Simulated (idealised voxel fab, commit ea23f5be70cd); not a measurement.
You're looking at the process module voxel capacitor over wiring.
Pictured: cross-section cut, 145 nm wide, on a grid of 5 nm square cells.
Format of a cross-section: grid, square cells. Given as bands. Order: top down. Band: one or more rows of cells. Top, bottom (nm), then materials left to right with widths (nm); lone material tagged "all across" fills the whole band edge to edge; "air" = empty space. Below 0: as-received wafer, all one material; heights counted from there. Lowest band: no bottom, goes on down, written "0..down". Quick explanation for "30 to 40": the width changes in equal steps down the rows of cells, from the first number in the band's top row to the second number in its bottom row. Where a step carries "no alteration", the cross-section came out of it unchanged, cell for cell. Empty spaces without an open route to the top, at least 8 cells in extent, make up the entry "Enclosed internal cavities"; each is given as width x height at distance, where the distance is measured from the left edge, and all are in nm. Heads up: the bit after the settings on a step's line is the simulator's remark on that step. Each step line may optionally specify "overlay nm", which for a step with a mask gives the rightward distance between the mask's planned place and where it lay, a negative value indicating the leftward direction.

Planned process steps:
step 1: RECEIVE (material Si)
step 2: CONFORMAL_DEP (material SiO2; thk nm 15)
step 3: CONFORMAL_DEP (material SiN; thk nm 5)
step 4: DIRECTIONAL_DEP (material SiO2; thk nm 20)
step 5: DIRECTIONAL_DEP (material aC; thk nm 10)
step 6: PATTERN (tone open; mask id METAL_1; material resist; width nm 20; pitch nm 90; thk nm 30; overlay nm 0)
step 7: DIRECTIONAL_ETCH (etch materials aC; depth nm 10)
step 8: STRIP (etch materials resist)
step 9: DIRECTIONAL_ETCH (etch materials SiO2; depth nm 20)
step 10: DIRECTIONAL_ETCH (etch materials SiN; depth nm 5)
step 11: STRIP (etch materials aC)
step 12: CONFORMAL_DEP (material TiN; thk nm 5)
step 13: FILL_DEP (material Cu; thk nm 10)
step 14: CMP (height nm 40)
step 15: CONFORMAL_DEP (material SiCN; thk nm 5)
step 16: DIRECTIONAL_DEP (material lowk; thk nm 15)
step 17: DIRECTIONAL_DEP (material aC; thk nm 15)
step 18: PATTERN (tone open; mask id PLUG_1; material resist; width nm 15; thk nm 35; overlay nm 0)
step 19: DIRECTIONAL_ETCH (etch materials aC; depth nm 15)
step 20: STRIP (etch materials resist)
step 21: DIRECTIONAL_ETCH (etch materials lowk; depth nm 15)
step 22: DIRECTIONAL_ETCH (etch materials SiCN; depth nm 5)
step 23: STRIP (etch materials aC)
step 24: CONFORMAL_DEP (material TiN; thk nm 5)
step 25: FILL_DEP (material Cu; thk nm 5)
step 26: CMP (height nm 60)
step 27: DIRECTIONAL_DEP (material TiN; thk nm 5)
step 28: DIRECTIONAL_DEP (material SiN; thk nm 5)
step 29: DIRECTIONAL_DEP (material TiN; thk nm 5)
step 30: DIRECTIONAL_DEP (material aC; thk nm 10)
step 31: PATTERN (tone cover; mask id UPPER_PLATE; material resist; width nm 75; thk nm 30; overlay nm 0)
step 32: DIRECTIONAL_ETCH (etch materials aC; depth nm 10)
step 33: STRIP (etch materials resist)
step 34: DIRECTIONAL_ETCH (etch materials TiN; depth nm 5)
step 35: DIRECTIONAL_ETCH (etch materials SiN; depth nm 5)
step 36: STRIP (etch materials aC)
step 37: PATTERN (tone cover; mask id LOWER_PLATE; material resist; width nm 85; thk nm 15; overlay nm 0)
step 38: DIRECTIONAL_ETCH (etch materials TiN; depth nm 5)
step 39: STRIP (etch materials resist)
step 40: FILL_DEP (material SiO2; thk nm 20)
step 41: CMP (height nm 90)
step 42: PATTERN (tone open; mask id PLUG_2; material resist; width nm 15; thk nm 15; overlay nm 0)
step 43: DIRECTIONAL_ETCH (etch materials SiO2; depth nm 15)
step 44: STRIP (etch materials resist)
step 45: CONFORMAL_DEP (material TiN; thk nm 5)
step 46: FILL_DEP (material Ru; thk nm 10)
step 47: CMP (height nm 90)
step 48: CONFORMAL_DEP (material SiN; thk nm 5)

As-received wafer cross-section (after step 1):
0..down = Si all across
Enclosed internal cavities: none

first wafer at the end, as planned:
95..90 = SiN all across
90..80 = 30 nm SiO2  5 nm TiN  5 nm Ru  5 nm TiN  100 nm SiO2
80..70 = 30 to 20 nm SiO2  15 to 75 nm TiN  100 to 50 nm SiO2
70..65 = 20 nm SiO2  75 nm SiN  50 nm SiO2
65..60 = 15 nm SiO2  85 nm TiN  45 nm SiO2
60..45 = 20 nm lowk  5 nm TiN  5 nm Cu  5 nm TiN  110 nm lowk
45..40 = 20 nm SiCN  15 nm TiN  110 nm SiCN
40..20 = 15 nm SiO2  5 nm TiN  10 nm Cu  5 nm TiN  70 nm SiO2  5 nm TiN  10 nm Cu  5 nm TiN  20 nm SiO2
20..15 = 15 nm SiN  20 nm TiN  70 nm SiN  20 nm TiN  20 nm SiN
15..0 = SiO2 all across
0..down = Si all across
Enclosed internal cavities: none

Cross-sectional image of the second wafer of the two following completion of the module. Starting state and process plan were the same as for the first wafer; one execution error occurred:
95..90 = SiN all across
90..80 = 30 nm SiO2  5 nm TiN  5 nm Ru  5 nm TiN  100 nm SiO2
80..75 = 30 nm SiO2  15 nm TiN  100 nm SiO2
75..70 = SiO2 all across
70..65 = 20 nm SiO2  75 nm SiN  50 nm SiO2
65..60 = 15 nm SiO2  85 nm TiN  45 nm SiO2
60..45 = 20 nm lowk  5 nm TiN  5 nm Cu  5 nm TiN  110 nm lowk
45..40 = 20 nm SiCN  15 nm TiN  110 nm SiCN
40..20 = 15 nm SiO2  5 nm TiN  10 nm Cu  5 nm TiN  70 nm SiO2  5 nm TiN  10 nm Cu  5 nm TiN  20 nm SiO2
20..15 = 15 nm SiN  20 nm TiN  70 nm SiN  20 nm TiN  20 nm SiN
15..0 = SiO2 all across
0..down = Si all across
Enclosed internal cavities: none
In executing the process, a mistake was made relative to the plan: step 29 of the plan never got run, it was skipped over
Looking at both finished wafers in cells, the second ends up ahead of or behind the first on some materials: SiO2 +15, TiN -15
